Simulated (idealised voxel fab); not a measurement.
Presented below is a process module, voxel transistor to metal.
Shown is cross-section cut, with a width of 195 nm and square cells of size 5 nm.
Square cells in a grid make up a cross-section in this document, and the grid is given as bands, listed from the top down, each one or more rows of cells. Basically the band line says how high the top is and how high the bottom is, in nm, and then what's in it from left to right, every material with its width in nm. Empty space shows up as "empty", and if a single material carries "everywhere" it runs the full band edge to edge. Counting heights begins at 0, where everything beneath is, in the wafer as received, one material. The lowest band has no bottom; it goes on downwards, as "0..down" shows. The expression "30->40" gives the width at the extremes of the band, the first number at its top row of cells and the second at its bottom row, with the width changing by equal amounts from each row to the next in between. "nothing was modified" means the step left every cell of the cross-section as it was. Voids not open to the top, 8 cells minimum: see "Voids lacking openings". Written width x height at distance; distance is from the left edge; nm. Text after the settings on a step's line: the simulator's own remark on that step. The optional step-line setting "overlay nm" applies to steps with a mask and quantifies how far to the right of its planned location the mask lay, a negative value indicating leftward placement.
## Process steps (planned)
1 RECEIVE (material Si)
2 CONFORMAL_DEP (material SiO2; thk nm 5)
3 CONFORMAL_DEP (material SiN; thk nm 10)
4 MASKED_ETCH (tone cover; mask id ACTIVE; width nm 115; etch materials SiN; depth nm 10; overlay nm 0)
5 MASKED_ETCH (tone cover; mask id ACTIVE; width nm 115; etch materials SiO2; depth nm 5; overlay nm -15)
6 MASKED_ETCH (tone cover; mask id ACTIVE; width nm 115; etch materials Si; depth nm 30; overlay nm 0)
7 FILL_DEP (material SiO2; thk nm 5)
8 CMP (height nm 15)
9 SELECTIVE_ETCH (etch materials SiO2; depth nm 5)
10 STRIP (etch materials SiN)
11 SELECTIVE_ETCH (etch materials SiO2; depth nm 5)
12 OXIDIZE (depth nm 5)
13 DIRECTIONAL_DEP (material polySi; thk nm 20)
14 DIRECTIONAL_DEP (material SiCN; thk nm 10)
15 PATTERN (tone cover; mask id GATE; material resist; width nm 25; thk nm 15; overlay nm 0)
16 DIRECTIONAL_ETCH (etch materials SiCN; depth nm 20)
17 DIRECTIONAL_ETCH (etch materials polySi; depth nm 30)
18 STRIP (etch materials resist)
19 CONFORMAL_DEP (material SiO2; thk nm 5)
20 DIRECTIONAL_ETCH (etch materials SiO2; depth nm 5)
21 CONFORMAL_DEP (material SiN; thk nm 10)
22 DIRECTIONAL_ETCH (etch materials SiN; depth nm 10)
23 DIRECTIONAL_ETCH (etch materials SiO2; depth nm 5)
24 DIRECTIONAL_ETCH (etch materials Si; depth nm 15)
25 EPI (material SiGe; thk nm 15)
26 FILL_DEP (material SiO2; thk nm 5)
27 CMP (height nm 20)
28 STRIP (etch materials polySi)
29 SELECTIVE_ETCH (etch materials SiO2; depth nm 5)
30 CONFORMAL_DEP (material HfO2; thk nm 5)
31 CONFORMAL_DEP (material TiN; thk nm 5)
32 FILL_DEP (material W; thk nm 10)
33 CMP (height nm 15)
34 DIRECTIONAL_DEP (material SiO2; thk nm 15)
35 MASKED_ETCH (tone open; mask id CONTACT; width nm 15; pitch nm 80; etch materials SiO2; depth nm 20; overlay nm 0)
36 CONFORMAL_DEP (material TiN; thk nm 5)
37 FILL_DEP (material W; thk nm 10)
38 CMP (height nm 30)
39 CONFORMAL_DEP (material SiCN; thk nm 5)
40 DIRECTIONAL_DEP (material SiO2; thk nm 25)
41 MASKED_ETCH (tone open; mask id METAL_1; width nm 15; pitch nm 80; etch materials SiO2; depth nm 25; overlay nm 0)
42 MASKED_ETCH (tone open; mask id METAL_1; width nm 15; pitch nm 80; etch materials SiCN; depth nm 5; overlay nm 0)
43 CONFORMAL_DEP (material TiN; thk nm 5)
44 FILL_DEP (material Cu; thk nm 5)
45 CMP (height nm 60)
46 CONFORMAL_DEP (material SiCN; thk nm 5)
47 DIRECTIONAL_DEP (material lowk; thk nm 25)
48 MASKED_ETCH (tone open; mask id METAL_2; width nm 15; pitch nm 80; etch materials lowk; depth nm 15; overlay nm 0)
49 DIRECTIONAL_DEP (material aC; thk nm 10)
50 PATTERN (tone open; mask id METAL_2_HOLES; material resist; width nm 15; pitch nm 80; thk nm 30; overlay nm 0)
51 DIRECTIONAL_ETCH (etch materials aC; depth nm 10)
52 STRIP (etch materials resist)
53 DIRECTIONAL_ETCH (etch materials lowk; depth nm 10)
54 DIRECTIONAL_ETCH (etch materials SiCN; depth nm 5)
55 STRIP (etch materials aC)
56 CONFORMAL_DEP (material TiN; thk nm 5)
57 FILL_DEP (material Cu; thk nm 10)
58 CMP (height nm 90)
59 CONFORMAL_DEP (material SiN; thk nm 5)
Quick note for whoever runs this: the wafers start identical, but the overlay nm at step 5 isn't the same across them. The plan just shows what the first wafer had.
## Received condition of the first of several wafers, sectioned: post-step 1
	0..down = Si everywhere
	Voids lacking openings: none
## first wafer at the end, after step 59
	95..90 = SiN everywhere
	90..65 = lowk (50)  TiN (5)  Cu (5)  TiN (5)  lowk (65)  TiN (5)  Cu (5)  TiN (5)  lowk (50)
	65..60 = SiCN (50)  TiN (15)  SiCN (65)  TiN (15)  SiCN (50)
	60..35 = SiO2 (50)  TiN (5)  Cu (5)  TiN (5)  SiO2 (65)  TiN (5)  Cu (5)  TiN (5)  SiO2 (50)
	35..30 = SiCN (50)  TiN (15)  SiCN (65)  TiN (15)  SiCN (50)
	30..15 = SiO2 (50)  TiN (5)  W (5)  TiN (5)  SiO2 (65)  TiN (5)  W (5)  TiN (5)  SiO2 (50)
	15..10 = SiO2 (50)  TiN (15)  SiO2 (5)  SiN (10)  HfO2 (5)  TiN (5)  W (15)  TiN (5)  HfO2 (5)  SiN (10)  SiO2 (5)  TiN (15)  SiO2 (50)
	10..5 = SiO2 (15)  SiGe (25)  SiO2 (5)  SiGe (25)  SiN (10)  HfO2 (5)  TiN (5)  W (15)  TiN (5)  HfO2 (5)  SiN (10)  SiGe (25)  SiO2 (45)
	5..0 = SiO2 (15)  SiGe (25)  SiN (10)  SiGe (20)  SiN (10)  HfO2 (5)  TiN (25)  HfO2 (5)  SiN (10)  SiGe (20)  SiN (10)  SiO2 (40)
	0..-5 = SiO2 (25)  SiGe (5)  SiO2 (20)  SiGe (20)  SiO2 (10)  HfO2 (35)  SiO2 (10)  SiGe (20)  SiO2 (50)
	-5..-15 = SiO2 (25)  SiGe (5)  Si (20)  SiGe (20)  Si (55)  SiGe (20)  Si (10)  SiO2 (40)
	-15..-20 = SiO2 (25)  Si (25)  SiGe (20)  Si (55)  SiGe (20)  Si (10)  SiO2 (40)
	-20..-30 = SiO2 (25)  Si (130)  SiO2 (40)
	-30..down = Si everywhere
	Voids lacking openings: none
## Here's the last wafer cross-sectioned at the end of the module
	95..90 = SiN everywhere
	90..65 = lowk (50)  TiN (5)  Cu (5)  TiN (5)  lowk (65)  TiN (5)  Cu (5)  TiN (5)  lowk (50)
	65..60 = SiCN (50)  TiN (15)  SiCN (65)  TiN (15)  SiCN (50)
	60..35 = SiO2 (50)  TiN (5)  Cu (5)  TiN (5)  SiO2 (65)  TiN (5)  Cu (5)  TiN (5)  SiO2 (50)
	35..30 = SiCN (50)  TiN (15)  SiCN (65)  TiN (15)  SiCN (50)
	30..15 = SiO2 (50)  TiN (5)  W (5)  TiN (5)  SiO2 (65)  TiN (5)  W (5)  TiN (5)  SiO2 (50)
	15..10 = SiO2 (50)  TiN (15)  SiO2 (5)  SiN (10)  HfO2 (5)  TiN (5)  W (15)  TiN (5)  HfO2 (5)  SiN (10)  SiO2 (5)  TiN (15)  SiO2 (50)
	10..5 = SiO2 (45)  SiGe (25)  SiN (10)  HfO2 (5)  TiN (5)  W (15)  TiN (5)  HfO2 (5)  SiN (10)  SiGe (25)  SiO2 (5)  SiGe (25)  SiO2 (15)
	5..0 = SiO2 (40)  SiN (10)  SiGe (20)  SiN (10)  HfO2 (5)  TiN (25)  HfO2 (5)  SiN (10)  SiGe (20)  SiN (10)  SiGe (25)  SiO2 (15)
	0..-5 = SiO2 (50)  SiGe (20)  SiO2 (10)  HfO2 (35)  SiO2 (10)  SiGe (20)  SiO2 (20)  SiGe (5)  SiO2 (25)
	-5..-15 = SiO2 (40)  Si (10)  SiGe (20)  Si (55)  SiGe (20)  Si (20)  SiGe (5)  SiO2 (25)
	-15..-20 = SiO2 (40)  Si (10)  SiGe (20)  Si (55)  SiGe (20)  Si (25)  SiO2 (25)
	-20..-30 = SiO2 (40)  Si (130)  SiO2 (25)
	-30..down = Si everywhere
	Voids lacking openings: none
## Gained (+) or lost (-) cells of each material since receipt, then closed voids: one row per wafer, at the end of the module
overlay nm -15 | +20 Cu | +13 HfO2 | -130 Si | +66 SiCN | +63 SiGe | +55 SiN | +398 SiO2 | +79 TiN | +12 W | +165 lowk | Voids lacking openings: none
overlay nm -10 | +20 Cu | +13 HfO2 | -133 Si | +66 SiCN | +50 SiGe | +55 SiN | +414 SiO2 | +79 TiN | +12 W | +165 lowk | Voids lacking openings: none
overlay nm -5 | +20 Cu | +13 HfO2 | -138 Si | +66 SiCN | +50 SiGe | +55 SiN | +419 SiO2 | +79 TiN | +12 W | +165 lowk | Voids lacking openings: none
overlay nm 0 | +20 Cu | +13 HfO2 | -143 Si | +66 SiCN | +50 SiGe | +55 SiN | +424 SiO2 | +79 TiN | +12 W | +165 lowk | Voids lacking openings: none
overlay nm 5 | +20 Cu | +13 HfO2 | -138 Si | +66 SiCN | +50 SiGe | +55 SiN | +419 SiO2 | +79 TiN | +12 W | +165 lowk | Voids lacking openings: none
overlay nm 10 | +20 Cu | +13 HfO2 | -133 Si | +66 SiCN | +50 SiGe | +55 SiN | +414 SiO2 | +79 TiN | +12 W | +165 lowk | Voids lacking openings: none
overlay nm 15 | +20 Cu | +13 HfO2 | -130 Si | +66 SiCN | +63 SiGe | +55 SiN | +398 SiO2 | +79 TiN | +12 W | +165 lowk | Voids lacking openings: none
